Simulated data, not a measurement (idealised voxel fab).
Name of the process module below: voxel trench capacitor
The cross-section shown here is cut; it is 230 nm wide and divided into square cells measuring 5 nm on a side.
Bands, listed from the top down, are how a cross-section gets written in this document; the cross-section itself is a grid of square cells, and a band is one or more rows of them. First you get the band's top height and its bottom height, in nm, and then the materials it's made of, left to right, with each width in nm. If you see a single material with "full width", that one covers the band edge to edge. "empty" is empty space. Convention: height 0 is the level below which the wafer, as received, is all one material. The lowest band does not terminate at the bottom but continues downward, represented as "z 0 and below". Quick explanation for "30->40": the width changes in equal steps down the rows of cells, from the first number in the band's top row to the second number in its bottom row. Given "nothing changed" for a step, no cell of the cross-section differs between before and after that step. Listed in "Encapsulated voids": every empty space of 8 or more cells without an open way to the top. Form: width x height at distance, the distance being from the left edge, all in nm. Formally, on a step line, whatever follows the settings is a remark that the simulator itself makes on the step. "overlay nm", when on a step's line for a step with a mask, measures how far to the right of its planned place the mask lay; a negative measure means to the left.

## Steps planned for the process
- 1: op RECEIVE | material Si
- 2: op CONFORMAL_DEP | material SiN | thk nm 5
- 3: op DIRECTIONAL_DEP | material aC | thk nm 15
- 4: op PATTERN | tone open | mask id TRENCH | material resist | width nm 20 | pitch nm 40 | thk nm 30 | overlay nm -15
- 5: op DIRECTIONAL_ETCH | etch materials aC | depth nm 15
- 6: op STRIP | etch materials resist
- 7: op DIRECTIONAL_ETCH | etch materials SiN | depth nm 5
- 8: op DIRECTIONAL_ETCH | etch materials Si | depth nm 25
- 9: op STRIP | etch materials aC
- 10: op CONFORMAL_DEP | material SiO2 | thk nm 5
- 11: op FILL_DEP | material polySi | thk nm 10
- 12: op CMP | height nm 5
For this document, wafers share an identical start and vary in the step 4 overlay nm; the plan quotes the first wafer's value.

## As-received state after step 1, first of several wafers, cross-section
z 0 and below  Si full width
Encapsulated voids: none

## Basically each wafer gets a line in the table, showing it at the end of the module: material by material, the cells it gained (+) or lost (-) since we got it, then its closed voids
overlay nm -15; -40 Si; +38 SiN; +28 SiO2; +20 polySi; Encapsulated voids: none
overlay nm -10; -40 Si; +38 SiN; +28 SiO2; +20 polySi; Encapsulated voids: none
overlay nm -5; -40 Si; +38 SiN; +28 SiO2; +20 polySi; Encapsulated voids: none
overlay nm 0; -40 Si; +38 SiN; +28 SiO2; +20 polySi; Encapsulated voids: none
overlay nm 5; -40 Si; +38 SiN; +28 SiO2; +20 polySi; Encapsulated voids: none
overlay nm 10; -40 Si; +38 SiN; +28 SiO2; +20 polySi; Encapsulated voids: none
overlay nm 15; -40 Si; +38 SiN; +28 SiO2; +20 polySi; Encapsulated voids: none
